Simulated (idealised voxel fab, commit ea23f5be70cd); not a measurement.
Herein follows the process module entitled voxel transistor to metal.
Square cell edge 5 nm, section width 215 nm, ID cut.
Just so we're on the same page, the cross-sections are grids of square cells, and they're listed out in bands top to bottom, each band one or more rows deep.
Top, bottom (nm), then materials left to right with widths (nm); lone material tagged "full width" fills the whole band edge to edge; "empty" = empty space.
Height reference: 0 = level under which incoming wafer is all one material. Lowest band: no bottom, runs on downward, e.g. "0 down".
A two-number width, for instance "30 to 40", indicates that the width is equal to the first number in the top row of the band and to the second number in the bottom row, and that it changes by a constant amount per row of cells.
Reading "no modifications" for a step: not a cell of the cross-section changed in it.
Reported under the label "Enclosed void listing" are the empty spaces having no open way to the top and comprising 8 cells or more; the notation for each is width x height at distance, in which the distance is measured from the left edge and all three values are in nm.
Post-settings text on a step line: simulator's own remark regarding the step.
A step's line can hold "overlay nm"; with a mask on that step, the setting says how far right of the planned place the mask lay, while a negative setting says it lay to the left.
### Planned process steps
- 1: RECEIVE (material Si)
- 2: CONFORMAL_DEP (material SiO2; thk nm 5)
- 3: CONFORMAL_DEP (material SiN; thk nm 15)
- 4: PATTERN (tone cover; mask id ACTIVE; material resist; width nm 95; thk nm 20; overlay nm 0)
- 5: DIRECTIONAL_ETCH (etch materials SiN; depth nm 15)
- 6: DIRECTIONAL_ETCH (etch materials SiO2; depth nm 5)
- 7: DIRECTIONAL_ETCH (etch materials Si; depth nm 30)
- 8: STRIP (etch materials resist)
- 9: FILL_DEP (material SiO2; thk nm 10)
- 10: CMP (height nm 20)
- 11: SELECTIVE_ETCH (etch materials SiO2; depth nm 10)
- 12: STRIP (etch materials SiN)
- 13: SELECTIVE_ETCH (etch materials SiO2; depth nm 5)
- 14: OXIDIZE (depth nm 5)
- 15: DIRECTIONAL_DEP (material polySi; thk nm 20)
- 16: DIRECTIONAL_DEP (material SiCN; thk nm 10)
- 17: DIRECTIONAL_DEP (material aC; thk nm 15)
- 18: PATTERN (tone cover; mask id GATE; material resist; width nm 25; thk nm 35; overlay nm 0)
- 19: DIRECTIONAL_ETCH (etch materials aC; depth nm 15)
- 20: STRIP (etch materials resist)
- 21: DIRECTIONAL_ETCH (etch materials SiCN; depth nm 20)
- 22: DIRECTIONAL_ETCH (etch materials polySi; depth nm 30)
- 23: STRIP (etch materials aC)
- 24: CONFORMAL_DEP (material SiN; thk nm 5)
- 25: DIRECTIONAL_ETCH (etch materials SiN; depth nm 5)
- 26: DIRECTIONAL_ETCH (etch materials SiO2; depth nm 5)
- 27: EPI (material nSi; thk nm 5)
- 28: FILL_DEP (material SiO2; thk nm 10)
- 29: CMP (height nm 30)
- 30: DIRECTIONAL_DEP (material SiO2; thk nm 10)
- 31: MASKED_ETCH (tone open; mask id CONTACT; width nm 15; pitch nm 70; etch materials SiO2; depth nm 40; overlay nm 0)
- 32: CONFORMAL_DEP (material TiN; thk nm 5)
- 33: FILL_DEP (material Ru; thk nm 5)
- 34: CMP (height nm 40)
- 35: DIRECTIONAL_DEP (material TiN; thk nm 5)
- 36: DIRECTIONAL_DEP (material W; thk nm 20)
- 37: MASKED_ETCH (tone cover; mask id METAL_1; width nm 15; pitch nm 70; etch materials W; depth nm 20; overlay nm 0)
- 38: MASKED_ETCH (tone cover; mask id METAL_1; width nm 15; pitch nm 70; etch materials TiN; depth nm 5; overlay nm 0)
- 39: FILL_DEP (material SiO2; thk nm 5)
- 40: CMP (height nm 65)
- 41: CONFORMAL_DEP (material SiN; thk nm 5)
### So this is the incoming wafer in cross-section - it's already been through step 1
* 0 down  Si full width
* Enclosed void listing: none
### Cross-section, first of two wafers, end of module, run as planned
* 70 to 65  SiN full width
* 65 to 45  SiO2 65  W 15  SiO2 55  W 15  SiO2 65
* 45 to 40  SiO2 65  TiN 15  SiO2 55  TiN 15  SiO2 65
* 40 to 30  SiO2 65  TiN 5  Ru 5  TiN 5  SiO2 55  TiN 5  Ru 5  TiN 5  SiO2 65
* 30 to 20  SiO2 65  TiN 5  Ru 5  TiN 5  SiO2 10  SiN 5  SiCN 25  SiN 5  SiO2 10  TiN 5  Ru 5  TiN 5  SiO2 65
* 20 to 5  SiO2 65  TiN 5  Ru 5  TiN 5  SiO2 10  SiN 5  polySi 25  SiN 5  SiO2 10  TiN 5  Ru 5  TiN 5  SiO2 65
* 5 to 0  SiO2 55  SiN 5  SiO2 5  TiN 15  SiO2 10  SiN 5  polySi 25  SiN 5  SiO2 10  TiN 15  SiO2 5  SiN 5  SiO2 55
* 0 to -5  SiO2 60  nSi 30  SiO2 35  nSi 30  SiO2 60
* -5 to -30  SiO2 60  Si 95  SiO2 60
* -30 down  Si full width
* Enclosed void listing: none
### Wafer two, end of module, cross-section. Same start, same plan as wafer one. One mistake in the run
* 70 to 65  SiN full width
* 65 to 45  SiO2 65  W 15  SiO2 55  W 15  SiO2 65
* 45 to 40  SiO2 65  TiN 15  SiO2 55  TiN 15  SiO2 65
* 40 to 30  SiO2 65  TiN 5  Ru 5  TiN 5  SiO2 55  TiN 5  Ru 5  TiN 5  SiO2 65
* 30 to 20  SiO2 65  TiN 5  Ru 5  TiN 5  SiO2 10  SiN 5  SiCN 25  SiN 5  SiO2 10  TiN 5  Ru 5  TiN 5  SiO2 65
* 20 to 5  SiO2 65  TiN 5  Ru 5  TiN 5  SiO2 10  SiN 5  polySi 25  SiN 5  SiO2 10  TiN 5  Ru 5  TiN 5  SiO2 65
* 5 to 0  SiO2 55  SiN 5  SiO2 5  TiN 15  SiO2 10  SiN 5  polySi 25  SiN 5  SiO2 10  TiN 15  SiO2 5  SiN 5  SiO2 55
* 0 to -5  SiO2 60  nSi 30  SiO2 35  nSi 30  SiO2 60
* -5 to -60  SiO2 60  Si 95  SiO2 60
* -60 down  Si full width
* Enclosed void listing: none
Heads up, the wafer didn't run the way we planned it: heads up, step 7 of the plan got done twice
Heads up, by the end the second wafer has more or fewer cells of some materials compared to the first: Si: 144 fewer, SiO2: 144 more
